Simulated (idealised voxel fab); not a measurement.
Documented hereafter: the process module known as voxel capacitor over wiring.
160 nm wide, 5 nm square cells: that's cross-section cut.
Cross-sections here: square-cell grids, written as top-down lists of bands, a band being one or more rows of cells.
What a band's entry tells you: where the top is and where the bottom is, as heights in nm, and after that what lies inside, material by material from left to right, each with its width in nm. Empty space is written as the word "empty", and a single material marked with the word "everywhere" occupies the band from edge to edge.
It should be noted that heights are counted from 0, beneath which the wafer as supplied is of one material throughout, and that the lowest band possesses no lower boundary but continues downward, as written in "0 -> down".
Graded width ("30->40"): value in top row of band = first number; value in bottom row = second number; row-to-row change constant.
The designation "everything unchanged", where it is given for a processing step, indicates that no cell of the cross-section was altered in the course of that step.
"Closed cavities" enumerates empty spaces isolated from the top, with no open way to it, that contain at least 8 cells, giving each as width x height at distance from the left edge, all three in nm.
Past the settings on a step's line: simulator remark, on that step.
Regarding "overlay nm": on a step with a mask, it is the distance the mask lay to the right of its planned place; a negative value places it to the left.

This section lists the process steps that were planned:
1,op RECEIVE | material Si
2,op CONFORMAL_DEP | material SiO2 | thk nm 15
3,op DIRECTIONAL_DEP | material TiN | thk nm 5
4,op DIRECTIONAL_DEP | material W | thk nm 25
5,op DIRECTIONAL_DEP | material aC | thk nm 10
6,op PATTERN | tone cover | mask id METAL_1 | material resist | width nm 20 | pitch nm 70 | thk nm 25 | overlay nm 0
7,op DIRECTIONAL_ETCH | etch materials aC | depth nm 10
8,op STRIP | etch materials resist
9,op DIRECTIONAL_ETCH | etch materials W | depth nm 25
10,op DIRECTIONAL_ETCH | etch materials TiN | depth nm 5
11,op STRIP | etch materials aC
12,op FILL_DEP | material SiO2 | thk nm 5
13,op CMP | height nm 45
14,op CONFORMAL_DEP | material SiCN | thk nm 5
15,op DIRECTIONAL_DEP | material lowk | thk nm 10
16,op MASKED_ETCH | tone open | mask id PLUG_1 | width nm 15 | etch materials lowk | depth nm 10 | overlay nm 0
17,op MASKED_ETCH | tone open | mask id PLUG_1 | width nm 15 | etch materials SiCN | depth nm 5 | overlay nm 0
18,op EPI | material Ru | thk nm 10
19,op EPI | material Ru | thk nm 5
20,op DIRECTIONAL_DEP | material TiN | thk nm 10
21,op DIRECTIONAL_DEP | material SiN | thk nm 5
22,op DIRECTIONAL_DEP | material TiN | thk nm 10
23,op DIRECTIONAL_DEP | material aC | thk nm 10
24,op PATTERN | tone cover | mask id UPPER_PLATE | material resist | width nm 55 | thk nm 30 | overlay nm 0
25,op DIRECTIONAL_ETCH | etch materials aC | depth nm 10
26,op STRIP | etch materials resist
27,op DIRECTIONAL_ETCH | etch materials TiN | depth nm 10
28,op DIRECTIONAL_ETCH | etch materials SiN | depth nm 5
29,op STRIP | etch materials aC
30,op PATTERN | tone cover | mask id LOWER_PLATE | material resist | width nm 65 | thk nm 20 | overlay nm 0
31,op DIRECTIONAL_ETCH | etch materials TiN | depth nm 10
32,op STRIP | etch materials resist
33,op FILL_DEP | material SiO2 | thk nm 15
34,op CMP | height nm 95
35,op PATTERN | tone open | mask id PLUG_2 | material resist | width nm 15 | thk nm 15 | overlay nm 0
36,op DIRECTIONAL_ETCH | etch materials SiO2 | depth nm 10
37,op STRIP | etch materials resist
38,op CONFORMAL_DEP | material TiN | thk nm 5
39,op FILL_DEP | material W | thk nm 10
40,op CMP | height nm 95
41,op CONFORMAL_DEP | material SiCN | thk nm 5

Step 1 complete: cross-section of the wafer as received:
- 0 -> down: Si everywhere
- Closed cavities: none

End state of the module in cross-section, given the above starting point and plan and one mistake in execution:
- 100 -> 95: SiCN everywhere
- 95 -> 90: SiO2 50, TiN 5, W 5, TiN 5, SiO2 95
- 90 -> 85: SiO2 50, TiN 15, SiO2 95
- 85 -> 75: SiO2 40, TiN 55, SiO2 65
- 75 -> 70: SiO2 40, SiN 55, SiO2 65
- 70 -> 60: SiO2 35, TiN 65, SiO2 60
- 60 -> 50: lowk 40, Ru 15, lowk 105
- 50 -> 45: SiCN 40, Ru 15, SiCN 105
- 45 -> 20: SiO2 30, W 30, SiO2 40, W 30, SiO2 30
- 20 -> 15: SiO2 30, TiN 30, SiO2 40, TiN 30, SiO2 30
- 15 -> 0: SiO2 everywhere
- 0 -> down: Si everywhere
- Closed cavities: none
It is concluded that the wafer was processed incorrectly with respect to the plan, in that step 6, actual vs plan mismatch, actual run op PATTERN | tone cover | mask id METAL_1 | material resist | width nm 30 | pitch nm 70 | thk nm 25 | overlay nm 0
